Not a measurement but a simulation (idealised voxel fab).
Process module in this document: voxel ribs on slabs
Section shown: cut. Width: 295 nm. Cell size: 5 nm, square.
Cross-sections here: square-cell grids, written as top-down lists of bands, a band being one or more rows of cells. Band: top height; bottom height; in nm. Then, left to right: material with width in nm, for each material. "all across": a single material spanning edge to edge. "blank": empty space. Height is counted from the level 0, under which the received wafer is composed throughout of one material. The lowest of the bands is not closed at the bottom but continues downward, in the notation "0..down". Width spec "30..40" -> top row of cells at first value, bottom row at second value, equal per-row change in between. For the purposes of this document, the phrase "remains unaltered" attached to a step denotes that no cell within the cross-section was modified by that step. The label "Fully closed voids" introduces a list of the empty spaces, 8 cells or larger, that have no open way up to the top; each entry in it reads width x height at distance, where the distance is taken from the left edge and all three are stated in nm. Formally, on a step line, whatever follows the settings is a remark that the simulator itself makes on the step. For masked steps, "overlay nm" on the step line gives how far right of plan the mask actually lay; a minus sign means it lay to the left.
Planned step list for the process:
1. RECEIVE | material Si
2. DIRECTIONAL_DEP | material SiO2 | thk nm 25
3. DIRECTIONAL_DEP | material SiN | thk nm 25
4. PATTERN | tone cover | mask id RIB | material resist | width nm 25 | thk nm 20 | overlay nm 0
5. DIRECTIONAL_ETCH | etch materials SiN | depth nm 15
6. STRIP | etch materials resist
7. MASKED_ETCH | tone cover | mask id SLAB | width nm 85 | etch materials SiN | depth nm 10 | overlay nm 0
8. FILL_DEP | material SiO2 | thk nm 25
9. CMP | height nm 65
10. DIRECTIONAL_DEP | material TiN | thk nm 5
11. PATTERN | tone cover | mask id HEATER | material resist | width nm 35 | thk nm 15 | overlay nm 0
12. DIRECTIONAL_ETCH | etch materials TiN | depth nm 5
13. STRIP | etch materials resist
14. CONFORMAL_DEP | material SiN | thk nm 5
Cross-section of the wafer at receipt, which is the condition after step 1:
> 0..down  Si all across
> Fully closed voids: none
Same starting wafer, same plan as above, one mistake in the execution; this is the cross-section at the end of the module:
> 75..70  125 of blank; 45 of SiN; 125 of blank
> 70..65  130 of SiN; 35 of TiN; 130 of SiN
> 65..40  SiO2 all across
> 40..35  135 of SiO2; 25 of SiN; 135 of SiO2
> 35..25  105 of SiN; 30 of SiO2; 25 of SiN; 30 of SiO2; 105 of SiN
> 25..0  SiO2 all across
> 0..down  Si all across
> Fully closed voids: none
Deviation from plan: off-plan run, step 7, actual operation and settings MASKED_ETCH | tone open | mask id SLAB | width nm 85 | etch materials SiN | depth nm 10 | overlay nm 0
